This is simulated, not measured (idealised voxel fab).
voxel double patterning: a process module
Square cells of 5 nm make up the cross-section cut, whose width is 285 nm.
Each cross-section below is a grid of square cells, stated as bands in top-down order, with one or more rows of cells making up each band. Top, bottom (nm), then materials left to right with widths (nm); lone material tagged "throughout" fills the whole band edge to edge; "air" = empty space. Heads up on the height convention: 0 is the point under which the incoming wafer is all one material, and the lowest band has no bottom, it just keeps going down, like "from 0 down". The two numbers in a width such as "30 to 40" mark its ends across the band: the first belongs to the top row of cells, the second to the bottom row, and from each row to the next the width moves by the same amount. Step note "changes: none" = no cross-section cell changed. Look at "Sealed void inventory" for the closed voids: empty spaces with no open path to the top, sized 8 cells or up. Each is width x height at distance, distance from the left edge, all nm. after a step's settings: what the simulator itself notes on the step. Among the settings permitted on a step's line is "overlay nm"; applied to a step with a mask, it specifies the extent to which the mask lay to the right of its planned position, whereas a negative figure signifies a position to the left.
[Process steps (planned)]
1. RECEIVE | material Si
2. CONFORMAL_DEP | material SiO2 | thk nm 5
3. DIRECTIONAL_DEP | material polySi | thk nm 20
4. DIRECTIONAL_DEP | material SiCN | thk nm 5
5. MASKED_ETCH | tone open | mask id FIRST | width nm 15 | pitch nm 50 | etch materials SiCN | depth nm 5 | overlay nm 0
6. MASKED_ETCH | tone open | mask id SECOND | width nm 15 | etch materials SiCN | depth nm 5 | overlay nm 0
7. DIRECTIONAL_ETCH | etch materials polySi | depth nm 20
8. STRIP | etch materials SiCN
[Delivered wafer in cross-section: state after step 1]
  from 0 down: Si throughout
  Sealed void inventory: none
[The module was run from the start shown above using the plan shown above, but one mistake was made doing it; the resulting wafer cross-section is below]
  from 30 to 25: SiCN 110 / air 15 / SiCN 10 / air 15 / SiCN 10 / air 15 / SiCN 110
  from 25 to 5: polySi 110 / air 15 / polySi 10 / air 15 / polySi 10 / air 15 / polySi 110
  from 5 to 0: SiO2 throughout
  from 0 down: Si throughout
  Sealed void inventory: none
Misprocessing identified: step 8 was left out
